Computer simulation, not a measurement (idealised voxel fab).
voxel released beams: a process module
The figure presents cross-section cut, which has a width of 220 nm and is divided into square cells with an edge length of 5 nm.
Cross-section spec: square-cell grid; bands listed top down; each band is one or more rows. A band entry consists of two parts. The first gives the height of the band's top and the height of its bottom, in nm. The rest lists the band's materials from left to right, each with its width in nm. A single material labelled with the word "full width" fills the band from edge to edge, and the word "blank" marks empty space. Ref level 0: as-received wafer is one material below here. Bottom band extends down with no lower bound ("0 -> down"). It should be noted that a width expressed as "30..40" varies in equal increments from row to row of cells within the band, taking the value of the first number at the top row and that of the second number at the bottom row. Step marked "no alterations made"? Then no cell in the cross-section changed in it. Entry "Entrapped void list". Content: empty spaces with no open connection to the top, size 8 cells or greater. Each: width x height at distance. Distance: from left edge. Unit: nm. Note: text after step settings on the step line = simulator remark on that step. The setting "overlay nm" may be written on the line of a step. When the step uses a mask, the value reports how far to the right of the planned place the mask lay, and a negative value reports that it lay to the left.

-- This section lists the process steps that were planned
1) RECEIVE, material Si
2) CONFORMAL_DEP, material SiN, thk nm 5
3) DIRECTIONAL_DEP, material SiO2, thk nm 10
4) MASKED_ETCH, tone open, mask id ANCHOR, width nm 35, etch materials SiO2, depth nm 10, overlay nm 0
5) CONFORMAL_DEP, material TiN, thk nm 15
6) DIRECTIONAL_DEP, material aC, thk nm 10
7) PATTERN, tone cover, mask id BEAM, material resist, width nm 90, thk nm 30, overlay nm 0
8) DIRECTIONAL_ETCH, etch materials aC, depth nm 10
9) STRIP, etch materials resist
10) DIRECTIONAL_ETCH, etch materials TiN, depth nm 15
11) STRIP, etch materials aC
12) STRIP, etch materials SiO2

-- First of two wafers: run as planned

-- As-received wafer cross-section (after step 1)
- 0 -> down: Si full width
- Entrapped void list: none

-- Step 2 done - wafer cross-section
- 5 -> 0: SiN full width
- Whatever lies below 0 is exactly as it was before.

-- Step 3 done - wafer cross-section
- 15 -> 5: SiO2 full width
- Whatever lies below 5 is exactly as it was before.

-- Step 4 done - wafer cross-section
- 15 -> 5: SiO2 65 nm, blank 35 nm, SiO2 120 nm
- Whatever lies below 5 is exactly as it was before.

-- Step 5 done - wafer cross-section
- 30 -> 20: TiN 80 nm, blank 5 nm, TiN 135 nm
- 20 -> 15: TiN full width
- 15 -> 5: SiO2 65 nm, TiN 35 nm, SiO2 120 nm
- Whatever lies below 5 is exactly as it was before.

-- Step 6 done - wafer cross-section
- 40 -> 30: aC 80 nm, blank 5 nm, aC 135 nm
- 30 -> 20: TiN 80 nm, aC 5 nm, TiN 135 nm
- Whatever lies below 20 is exactly as it was before.

-- Step 7 done - wafer cross-section
- 70 -> 40: blank 60 nm, resist 90 nm, blank 70 nm
- 40 -> 30: aC 80 nm, resist 5 nm, aC 135 nm
- Whatever lies below 30 is exactly as it was before.

-- Step 8 done - wafer cross-section
- 60 -> 40: blank 60 nm, resist 90 nm, blank 70 nm
- 40 -> 30: blank 60 nm, aC 20 nm, resist 5 nm, aC 65 nm, blank 70 nm
- Whatever lies below 30 is exactly as it was before.

-- Step 9 done - wafer cross-section
- 40 -> 30: blank 60 nm, aC 20 nm, blank 5 nm, aC 65 nm, blank 70 nm
- Whatever lies below 30 is exactly as it was before.

-- Step 10 done - wafer cross-section
- 40 -> 30: blank 60 nm, aC 20 nm, blank 5 nm, aC 65 nm, blank 70 nm
- 30 -> 20: blank 60 nm, TiN 20 nm, aC 5 nm, TiN 65 nm, blank 70 nm
- 20 -> 15: blank 60 nm, TiN 90 nm, blank 70 nm
- Whatever lies below 15 is exactly as it was before.

-- Step 11 done - wafer cross-section
- 30 -> 20: blank 60 nm, TiN 20 nm, blank 5 nm, TiN 65 nm, blank 70 nm
- Whatever lies below 20 is exactly as it was before.

-- Step 12 done - wafer cross-section
- 30 -> 20: blank 60 nm, TiN 20 nm, blank 5 nm, TiN 65 nm, blank 70 nm
- 20 -> 15: blank 60 nm, TiN 90 nm, blank 70 nm
- 15 -> 5: blank 65 nm, TiN 35 nm, blank 120 nm
- Whatever lies below 5 is exactly as it was before.

-- Wafer two. Same start, same plan, one slip in execution. Same as wafer one through step 2, inclusive

-- Planned end of step 3: second wafer, cross-section
- 10 -> 5: SiO2 full width
- Whatever lies below 5 is exactly as it was before.

-- Planned end of step 4: second wafer, cross-section
- 10 -> 5: SiO2 65 nm, blank 35 nm, SiO2 120 nm
- Whatever lies below 5 is exactly as it was before.

-- Planned end of step 5: second wafer, cross-section
- 25 -> 20: TiN 80 nm, blank 5 nm, TiN 135 nm
- 20 -> 10: TiN full width
- 10 -> 5: SiO2 65 nm, TiN 35 nm, SiO2 120 nm
- Whatever lies below 5 is exactly as it was before.

-- Planned end of step 6: second wafer, cross-section
- 35 -> 30: aC 80 nm, blank 5 nm, aC 135 nm
- 30 -> 25: aC full width
- 25 -> 20: TiN 80 nm, aC 5 nm, TiN 135 nm
- Whatever lies below 20 is exactly as it was before.

-- Planned end of step 7: second wafer, cross-section
- 65 -> 35: blank 60 nm, resist 90 nm, blank 70 nm
- 35 -> 30: aC 80 nm, resist 5 nm, aC 135 nm
- Whatever lies below 30 is exactly as it was before.

-- Planned end of step 8: second wafer, cross-section
- 55 -> 35: blank 60 nm, resist 90 nm, blank 70 nm
- 35 -> 30: blank 60 nm, aC 20 nm, resist 5 nm, aC 65 nm, blank 70 nm
- 30 -> 25: blank 60 nm, aC 90 nm, blank 70 nm
- Whatever lies below 25 is exactly as it was before.

-- Planned end of step 9: second wafer, cross-section
- 35 -> 30: blank 60 nm, aC 20 nm, blank 5 nm, aC 65 nm, blank 70 nm
- Whatever lies below 30 is exactly as it was before.

-- Planned end of step 10: second wafer, cross-section
- 35 -> 30: blank 60 nm, aC 20 nm, blank 5 nm, aC 65 nm, blank 70 nm
- 30 -> 25: blank 60 nm, aC 90 nm, blank 70 nm
- 25 -> 20: blank 60 nm, TiN 20 nm, aC 5 nm, TiN 65 nm, blank 70 nm
- 20 -> 10: blank 60 nm, TiN 90 nm, blank 70 nm
- Whatever lies below 10 is exactly as it was before.

-- Planned end of step 11: second wafer, cross-section
- 25 -> 20: blank 60 nm, TiN 20 nm, blank 5 nm, TiN 65 nm, blank 70 nm
- Whatever lies below 20 is exactly as it was before.

-- Planned end of step 12: second wafer, cross-section
- 25 -> 20: blank 60 nm, TiN 20 nm, blank 5 nm, TiN 65 nm, blank 70 nm
- 20 -> 10: blank 60 nm, TiN 90 nm, blank 70 nm
- 10 -> 5: blank 65 nm, TiN 35 nm, blank 120 nm
- Whatever lies below 5 is exactly as it was before.
Misprocessing identified: rather than as planned, step 3 actually ran as DIRECTIONAL_DEP, material SiO2, thk nm 5
At the finish, the second wafer shows more or fewer cells for some materials than the first does: -6 TiN
